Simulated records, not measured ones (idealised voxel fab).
process module | voxel capacitor over wiring
cross-section cut | 275 nm wide | cells 5 nm
A cross-section is a grid of square cells, given in bands from the top down. A band is one or more rows of cells.
Each band's line starts with the height of the band's top and of its bottom, in nm. Then come its materials from left to right, each with its width in nm. One material with "throughout" fills the band from edge to edge. "air" is empty space.
Height 0 is the level under which the wafer as received is all one material. The lowest band goes on downwards, as in "0 down".
A width such as "30 to 40" changes by the same amount from each row of cells to the next, from the band's top row to its bottom row.
"no change" after a step means that no cell of the cross-section changed.
closed voids: empty space of 8 cells or more with no open way to the top, each as width x height at its distance from the left edge, in nm
after a step's settings: what the simulator itself notes on the step
overlay nm, on a step with a mask: how far to the right of its planned place the mask lay; to the left if negative
plan
1 op RECEIVE | material Si
2 op CONFORMAL_DEP | material SiO2 | thk nm 15
3 op DIRECTIONAL_DEP | material TiN | thk nm 5
4 op DIRECTIONAL_DEP | material Ru | thk nm 20
5 op MASKED_ETCH | tone cover | mask id METAL_1 | width nm 20 | pitch nm 90 | etch materials Ru | depth nm 20 | overlay nm 0
6 op MASKED_ETCH | tone cover | mask id METAL_1 | width nm 20 | pitch nm 90 | etch materials TiN | depth nm 5 | overlay nm 0
7 op FILL_DEP | material SiO2 | thk nm 5
8 op CMP | height nm 40
9 op CONFORMAL_DEP | material SiCN | thk nm 5
10 op DIRECTIONAL_DEP | material lowk | thk nm 20
11 op PATTERN | tone open | mask id PLUG_1 | material resist | width nm 15 | thk nm 20 | overlay nm 0
12 op DIRECTIONAL_ETCH | etch materials lowk | depth nm 20
13 op DIRECTIONAL_ETCH | etch materials SiCN | depth nm 5
14 op STRIP | etch materials resist
15 op CONFORMAL_DEP | material TiN | thk nm 5
16 op FILL_DEP | material Cu | thk nm 10
17 op CMP | height nm 65
18 op DIRECTIONAL_DEP | material TiN | thk nm 10
19 op DIRECTIONAL_DEP | material SiN | thk nm 5
20 op DIRECTIONAL_DEP | material TiN | thk nm 5
21 op MASKED_ETCH | tone cover | mask id UPPER_PLATE | width nm 75 | etch materials TiN | depth nm 5 | overlay nm 0
22 op MASKED_ETCH | tone cover | mask id UPPER_PLATE | width nm 75 | etch materials SiN | depth nm 5 | overlay nm 0
23 op MASKED_ETCH | tone cover | mask id LOWER_PLATE | width nm 85 | etch materials TiN | depth nm 10 | overlay nm 0
24 op FILL_DEP | material SiO2 | thk nm 15
25 op CMP | height nm 95
26 op PATTERN | tone open | mask id PLUG_2 | material resist | width nm 15 | thk nm 20 | overlay nm 0
27 op DIRECTIONAL_ETCH | etch materials SiO2 | depth nm 10
28 op STRIP | etch materials resist
29 op CONFORMAL_DEP | material TiN | thk nm 5
30 op FILL_DEP | material W | thk nm 5
31 op CMP | height nm 95
32 op CONFORMAL_DEP | material SiCN | thk nm 5
as received, after step 1
  0 down: Si throughout
  closed voids: none
a wafer at the end: this start, this plan, one mistake
  100 to 95: SiCN throughout
  95 to 90: SiO2 95 | TiN 5 | W 5 | TiN 5 | SiO2 165
  90 to 80: SiO2 95 to 85 | TiN 15 to 80 | SiO2 165 to 110
  80 to 75: SiO2 85 | SiN 80 | SiO2 110
  75 to 65: SiO2 80 | TiN 85 | SiO2 110
  65 to 45: lowk 85 | TiN 5 | Cu 5 | TiN 5 | lowk 175
  45 to 40: SiCN 85 | TiN 15 | SiCN 175
  40 to 20: SiO2 80 | Ru 20 | SiO2 70 | Ru 20 | SiO2 85
  20 to 15: SiO2 80 | TiN 20 | SiO2 70 | TiN 20 | SiO2 85
  15 to 0: SiO2 throughout
  0 down: Si throughout
  closed voids: none
what went wrong: step 21 ran as: op MASKED_ETCH | tone cover | mask id UPPER_PLATE | width nm 80 | etch materials TiN | depth nm 5 | overlay nm 0
